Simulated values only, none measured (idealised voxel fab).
Proc. module: voxel wiring stack
FYI the section here is cut, 220 nm wide, cells are 5 nm squares.
Cross-sections here: square-cell grids, written as top-down lists of bands, a band being one or more rows of cells. What a band's entry tells you: where the top is and where the bottom is, as heights in nm, and after that what lies inside, material by material from left to right, each with its width in nm. Empty space is written as the word "air", and a single material marked with the word "everywhere" occupies the band from edge to edge. Ref level 0: as-received wafer is one material below here. Bottom band extends down with no lower bound ("0 down"). Width: "30 to 40" (first number = top row, second number = bottom row, same change from row to row of cells). Step note "stayed the same" = no cross-section cell changed. Look at "Closed void catalog" for the closed voids: empty spaces with no open path to the top, sized 8 cells or up. Each is width x height at distance, distance from the left edge, all nm. Read whatever lies past the settings on a step's line as the simulator's own remark about the step. overlay nm: for a step with a mask, the amount by which the mask lay right of where it was planned; a negative amount means left of it.

## Below is the list of planned process steps
1. RECEIVE, material Si
2. CONFORMAL_DEP, material SiO2, thk nm 15
3. CONFORMAL_DEP, material SiN, thk nm 5
4. DIRECTIONAL_DEP, material SiO2, thk nm 25
5. PATTERN, tone open, mask id METAL_1, material resist, width nm 25, pitch nm 50, thk nm 20, overlay nm 0
6. DIRECTIONAL_ETCH, etch materials SiO2, depth nm 25
7. DIRECTIONAL_ETCH, etch materials SiN, depth nm 5
8. STRIP, etch materials resist
9. CONFORMAL_DEP, material TiN, thk nm 5
10. FILL_DEP, material W, thk nm 5
11. CMP, height nm 45
12. CONFORMAL_DEP, material SiCN, thk nm 5
13. DIRECTIONAL_DEP, material SiO2, thk nm 10
14. PATTERN, tone open, mask id PLUG_1, material resist, width nm 15, pitch nm 50, thk nm 20, overlay nm 0
15. DIRECTIONAL_ETCH, etch materials SiO2, depth nm 10
16. DIRECTIONAL_ETCH, etch materials SiCN, depth nm 5
17. STRIP, etch materials resist
18. EPI, material Ru, thk nm 10
19. EPI, material Ru, thk nm 5
20. DIRECTIONAL_DEP, material TiN, thk nm 5
21. DIRECTIONAL_DEP, material Ru, thk nm 25
22. PATTERN, tone cover, mask id METAL_2, material resist, width nm 25, pitch nm 50, thk nm 15, overlay nm 0
23. DIRECTIONAL_ETCH, etch materials Ru, depth nm 25
24. DIRECTIONAL_ETCH, etch materials TiN, depth nm 5
25. STRIP, etch materials resist
26. FILL_DEP, material SiO2, thk nm 10
27. CMP, height nm 90
28. CONFORMAL_DEP, material SiN, thk nm 5

## Delivered wafer in cross-section: state after step 1
  0 down: Si everywhere
  Closed void catalog: none

## The first of two wafers, cross-sectioned at the end of the module, with the run proceeding as planned
  95 to 90: SiN everywhere
  90 to 65: 70 SiO2, 25 Ru, 25 SiO2, 25 Ru, 75 SiO2
  65 to 60: 70 SiO2, 25 TiN, 25 SiO2, 25 TiN, 75 SiO2
  60 to 50: 70 SiO2, 15 Ru, 35 SiO2, 15 Ru, 85 SiO2
  50 to 45: 70 SiCN, 15 Ru, 35 SiCN, 15 Ru, 85 SiCN
  45 to 20: 70 SiO2, 5 TiN, 15 W, 5 TiN, 25 SiO2, 5 TiN, 15 W, 5 TiN, 75 SiO2
  20 to 15: 70 SiN, 25 TiN, 25 SiN, 25 TiN, 75 SiN
  15 to 0: SiO2 everywhere
  0 down: Si everywhere
  Closed void catalog: none

## End-of-module cross-section of the second wafer: identical starting point and process plan to the first, with one processing mistake
  95 to 90: SiN everywhere
  90 to 65: 70 SiO2, 25 Ru, 25 SiO2, 25 Ru, 75 SiO2
  65 to 60: 70 SiO2, 25 TiN, 25 SiO2, 25 TiN, 75 SiO2
  60 to 50: 70 SiO2, 15 Ru, 35 SiO2, 15 Ru, 85 SiO2
  50 to 45: 70 SiCN, 15 Ru, 35 SiCN, 15 Ru, 85 SiCN
  45 to 25: 70 SiO2, 5 TiN, 15 W, 5 TiN, 25 SiO2, 5 TiN, 15 W, 5 TiN, 75 SiO2
  25 to 20: 70 SiO2, 25 TiN, 25 SiO2, 25 TiN, 75 SiO2
  20 to 5: SiO2 everywhere
  5 to 0: SiN everywhere
  0 down: Si everywhere
  Closed void catalog: none
It is concluded that the wafer was processed incorrectly with respect to the plan, in that deviation from plan: step 3 and step 2 executed in one another's positions
at the end the second wafer has, in cells: +10 SiN; -4 TiN; -6 W
